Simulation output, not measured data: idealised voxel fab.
Module name: voxel ribs on slabs (process module)
The figure presents cross-section cut, which has a width of 250 nm and is divided into square cells with an edge length of 5 nm.
When this document writes out a cross-section, it uses a grid of square cells and lists it as bands, beginning at the top and moving down, with a band standing for one or more rows of cells. The entry gives the band's vertical extent as a top height and a bottom height in nm, then its horizontal make-up as materials from left to right, each with a width in nm. "blank" stands for empty space; a single material marked "full width" fills the band edge to edge. Beneath 0, the wafer as received is one material, and that level is where height counting begins. The lowest band goes on downward without a bottom; it is written like "0 -> down". It should be noted that a width expressed as "30..40" varies in equal increments from row to row of cells within the band, taking the value of the first number at the top row and that of the second number at the bottom row. Step marked "nothing got changed"? Then no cell in the cross-section changed in it. "Enclosed empty spaces" means: voids of 8 cells or more that are shut off from the top with no open way through. Written width x height at distance, distance from the left edge, in nm. It should be noted that, on the line of a given step, the content following the step's settings is a remark produced by the simulator itself with respect to that step. On any step carrying a mask, the "overlay nm" setting, if present on the step's line, tells how far right of its planned place the mask lay; negative values point to the left.

Planned process steps
- 1: op RECEIVE | material Si
- 2: op DIRECTIONAL_DEP | material SiO2 | thk nm 20
- 3: op DIRECTIONAL_DEP | material polySi | thk nm 20
- 4: op MASKED_ETCH | tone cover | mask id RIB | width nm 20 | etch materials polySi | depth nm 5 | overlay nm 0
- 5: op DIRECTIONAL_DEP | material aC | thk nm 10
- 6: op PATTERN | tone cover | mask id SLAB | material resist | width nm 80 | thk nm 30 | overlay nm 0
- 7: op DIRECTIONAL_ETCH | etch materials aC | depth nm 10
- 8: op STRIP | etch materials resist
- 9: op DIRECTIONAL_ETCH | etch materials polySi | depth nm 15
- 10: op STRIP | etch materials aC
- 11: op FILL_DEP | material SiO2 | thk nm 30
- 12: op CMP | height nm 60
- 13: op DIRECTIONAL_DEP | material W | thk nm 5
- 14: op MASKED_ETCH | tone cover | mask id HEATER | width nm 30 | etch materials W | depth nm 5 | overlay nm 0
- 15: op CONFORMAL_DEP | material SiN | thk nm 10

This is the cross-section of the wafer as we received it, i.e. after step 1
* 0 -> down  Si full width
* Enclosed empty spaces: none

End-of-module cross-section of the first of two wafers, processed as planned
* 75 -> 70  blank 100 nm | SiN 50 nm | blank 100 nm
* 70 -> 65  SiN full width
* 65 -> 60  SiN 110 nm | W 30 nm | SiN 110 nm
* 60 -> 40  SiO2 full width
* 40 -> 35  SiO2 115 nm | polySi 20 nm | SiO2 115 nm
* 35 -> 20  SiO2 85 nm | polySi 80 nm | SiO2 85 nm
* 20 -> 0  SiO2 full width
* 0 -> down  Si full width
* Enclosed empty spaces: none

What the second wafer looks like in cross-section once the module is done. Its start and its plan matched the first wafer's exactly; what differed was one mistake in how it was run
* 75 -> 70  blank 100 nm | SiN 50 nm | blank 100 nm
* 70 -> 65  SiN full width
* 65 -> 60  SiN 110 nm | W 30 nm | SiN 110 nm
* 60 -> 40  SiO2 full width
* 40 -> 25  SiO2 115 nm | polySi 20 nm | SiO2 115 nm
* 25 -> 20  SiO2 85 nm | polySi 80 nm | SiO2 85 nm
* 20 -> 0  SiO2 full width
* 0 -> down  Si full width
* Enclosed empty spaces: none
The mistake made against the process plan was this: step 4 off recipe, ran as op MASKED_ETCH | tone cover | mask id RIB | width nm 20 | etch materials polySi | depth nm 15 | overlay nm 0
End of process, cell counts, second wafer against first, materials with more or fewer: +24 SiO2, -24 polySi
